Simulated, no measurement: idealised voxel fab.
The following is a process module called voxel double patterning.
cross-section cut | 225 nm wide | cells 5 nm
Cross-section format: a grid of square cells, given as bands from top to bottom; each band is one or more rows of cells.
The entry gives the band's vertical extent as a top height and a bottom height in nm, then its horizontal make-up as materials from left to right, each with a width in nm. "air" stands for empty space; a single material marked "all across" fills the band edge to edge.
It should be noted that heights are counted from 0, beneath which the wafer as supplied is of one material throughout, and that the lowest band possesses no lower boundary but continues downward, as written in "0 -> down".
Width spec "30->40" -> top row of cells at first value, bottom row at second value, equal per-row change in between.
"all unchanged" -> step changed no cross-section cell.
Reported under the label "Listed closed voids" are the empty spaces having no open way to the top and comprising 8 cells or more; the notation for each is width x height at distance, in which the distance is measured from the left edge and all three values are in nm.
Anything after a step's settings on that line? It's the simulator's own note about the step.
"overlay nm" denotes, for a step that has a mask, the displacement of the mask to the right of its planned place, with negative values corresponding to the left.
LISTED BELOW ARE THE PROCESS STEPS AS PLANNED
1: RECEIVE: material Si
2: CONFORMAL_DEP: material SiO2, thk nm 5
3: DIRECTIONAL_DEP: material W, thk nm 20
4: DIRECTIONAL_DEP: material SiCN, thk nm 10
5: DIRECTIONAL_DEP: material aC, thk nm 15
6: PATTERN: tone open, mask id FIRST, material resist, width nm 15, pitch nm 50, thk nm 35, overlay nm 0
7: DIRECTIONAL_ETCH: etch materials aC, depth nm 15
8: STRIP: etch materials resist
9: DIRECTIONAL_ETCH: etch materials SiCN, depth nm 10
10: STRIP: etch materials aC
11: DIRECTIONAL_DEP: material aC, thk nm 10
12: PATTERN: tone open, mask id SECOND, material resist, width nm 15, thk nm 25, overlay nm 0
13: DIRECTIONAL_ETCH: etch materials aC, depth nm 10
14: STRIP: etch materials resist
15: DIRECTIONAL_ETCH: etch materials SiCN, depth nm 10
16: STRIP: etch materials aC
17: DIRECTIONAL_ETCH: etch materials W, depth nm 20
18: STRIP: etch materials SiCN
WHAT FOLLOWS COVERS THE FIRST OF TWO WAFERS; IT RAN AS PLANNED
HERE'S WHAT THE WAFER LOOKED LIKE IN CROSS-SECTION WHEN IT ARRIVED - THAT'S AFTER STEP 1
* 0 -> down: Si all across
* Listed closed voids: none
STEP 2 COMPLETE: CROSS-SECTION THROUGH THE WAFER
* 5 -> 0: SiO2 all across
* Below a height of 0, the structure has not been altered.
STEP 3 COMPLETE: CROSS-SECTION THROUGH THE WAFER
* 25 -> 5: W all across
* Below a height of 5, the structure has not been altered.
STEP 4 COMPLETE: CROSS-SECTION THROUGH THE WAFER
* 35 -> 25: SiCN all across
* Below a height of 25, the structure has not been altered.
STEP 5 COMPLETE: CROSS-SECTION THROUGH THE WAFER
* 50 -> 35: aC all across
* Below a height of 35, the structure has not been altered.
STEP 6 COMPLETE: CROSS-SECTION THROUGH THE WAFER
* 85 -> 50: resist 80 / air 15 / resist 35 / air 15 / resist 80
* Below a height of 50, the structure has not been altered.
STEP 7 COMPLETE: CROSS-SECTION THROUGH THE WAFER
* 70 -> 50: resist 80 / air 15 / resist 35 / air 15 / resist 80
* 50 -> 35: aC 80 / air 15 / aC 35 / air 15 / aC 80
* Below a height of 35, the structure has not been altered.
STEP 8 COMPLETE: CROSS-SECTION THROUGH THE WAFER
* 50 -> 35: aC 80 / air 15 / aC 35 / air 15 / aC 80
* Below a height of 35, the structure has not been altered.
STEP 9 COMPLETE: CROSS-SECTION THROUGH THE WAFER
* 50 -> 35: aC 80 / air 15 / aC 35 / air 15 / aC 80
* 35 -> 25: SiCN 80 / air 15 / SiCN 35 / air 15 / SiCN 80
* Below a height of 25, the structure has not been altered.
STEP 10 COMPLETE: CROSS-SECTION THROUGH THE WAFER
* 35 -> 25: SiCN 80 / air 15 / SiCN 35 / air 15 / SiCN 80
* Below a height of 25, the structure has not been altered.
STEP 11 COMPLETE: CROSS-SECTION THROUGH THE WAFER
* 45 -> 35: aC 80 / air 15 / aC 35 / air 15 / aC 80
* 35 -> 25: SiCN 80 / aC 15 / SiCN 35 / aC 15 / SiCN 80
* Below a height of 25, the structure has not been altered.
STEP 12 COMPLETE: CROSS-SECTION THROUGH THE WAFER
* 70 -> 45: resist 105 / air 15 / resist 105
* 45 -> 35: aC 80 / resist 15 / aC 35 / resist 15 / aC 80
* Below a height of 35, the structure has not been altered.
STEP 13 COMPLETE: CROSS-SECTION THROUGH THE WAFER
* 60 -> 45: resist 105 / air 15 / resist 105
* 45 -> 35: aC 80 / resist 15 / aC 10 / air 15 / aC 10 / resist 15 / aC 80
* Below a height of 35, the structure has not been altered.
STEP 14 COMPLETE: CROSS-SECTION THROUGH THE WAFER
* 45 -> 35: aC 80 / air 15 / aC 10 / air 15 / aC 10 / air 15 / aC 80
* Below a height of 35, the structure has not been altered.
STEP 15 COMPLETE: CROSS-SECTION THROUGH THE WAFER
* 45 -> 35: aC 80 / air 15 / aC 10 / air 15 / aC 10 / air 15 / aC 80
* 35 -> 25: SiCN 80 / aC 15 / SiCN 10 / air 15 / SiCN 10 / aC 15 / SiCN 80
* Below a height of 25, the structure has not been altered.
STEP 16 COMPLETE: CROSS-SECTION THROUGH THE WAFER
* 35 -> 25: SiCN 80 / air 15 / SiCN 10 / air 15 / SiCN 10 / air 15 / SiCN 80
* Below a height of 25, the structure has not been altered.
STEP 17 COMPLETE: CROSS-SECTION THROUGH THE WAFER
* 35 -> 25: SiCN 80 / air 15 / SiCN 10 / air 15 / SiCN 10 / air 15 / SiCN 80
* 25 -> 5: W 80 / air 15 / W 10 / air 15 / W 10 / air 15 / W 80
* Below a height of 5, the structure has not been altered.
STEP 18 COMPLETE: CROSS-SECTION THROUGH THE WAFER
* 25 -> 5: W 80 / air 15 / W 10 / air 15 / W 10 / air 15 / W 80
* Below a height of 5, the structure has not been altered.
SECOND WAFER (IDENTICAL START AND PLAN, ONE PROCESSING ERROR; MATCHES FIRST WAFER THROUGH STEP 11)
CROSS-SECTION: SECOND WAFER, TIME AT WHICH STEP 12 WAS SCHEDULED TO END
* 70 -> 45: resist 105 / air 20 / resist 100
* 45 -> 35: aC 80 / resist 15 / aC 35 / resist 15 / aC 80
* Below a height of 35, the structure has not been altered.
CROSS-SECTION: SECOND WAFER, TIME AT WHICH STEP 13 WAS SCHEDULED TO END
* 60 -> 45: resist 105 / air 20 / resist 100
* 45 -> 35: aC 80 / resist 15 / aC 10 / air 20 / aC 5 / resist 15 / aC 80
* Below a height of 35, the structure has not been altered.
CROSS-SECTION: SECOND WAFER, TIME AT WHICH STEP 14 WAS SCHEDULED TO END
* 45 -> 35: aC 80 / air 15 / aC 10 / air 20 / aC 5 / air 15 / aC 80
* Below a height of 35, the structure has not been altered.
CROSS-SECTION: SECOND WAFER, TIME AT WHICH STEP 15 WAS SCHEDULED TO END
* 45 -> 35: aC 80 / air 15 / aC 10 / air 20 / aC 5 / air 15 / aC 80
* 35 -> 25: SiCN 80 / aC 15 / SiCN 10 / air 20 / SiCN 5 / aC 15 / SiCN 80
* Below a height of 25, the structure has not been altered.
CROSS-SECTION: SECOND WAFER, TIME AT WHICH STEP 16 WAS SCHEDULED TO END
* 35 -> 25: SiCN 80 / air 15 / SiCN 10 / air 20 / SiCN 5 / air 15 / SiCN 80
* Below a height of 25, the structure has not been altered.
CROSS-SECTION: SECOND WAFER, TIME AT WHICH STEP 17 WAS SCHEDULED TO END
* 35 -> 25: SiCN 80 / air 15 / SiCN 10 / air 20 / SiCN 5 / air 15 / SiCN 80
* 25 -> 5: W 80 / air 15 / W 10 / air 20 / W 5 / air 15 / W 80
* Below a height of 5, the structure has not been altered.
CROSS-SECTION: SECOND WAFER, TIME AT WHICH STEP 18 WAS SCHEDULED TO END
* 25 -> 5: W 80 / air 15 / W 10 / air 20 / W 5 / air 15 / W 80
* Below a height of 5, the structure has not been altered.
What was done differently from what was planned? so step 12 ended up running with a different setting than we planned, it ran as PATTERN: tone open, mask id SECOND, material resist, width nm 20, thk nm 25, overlay nm 0
Upon completion, the second wafer contains, in terms of cells, a greater or smaller amount of certain materials than the first wafer: W -4
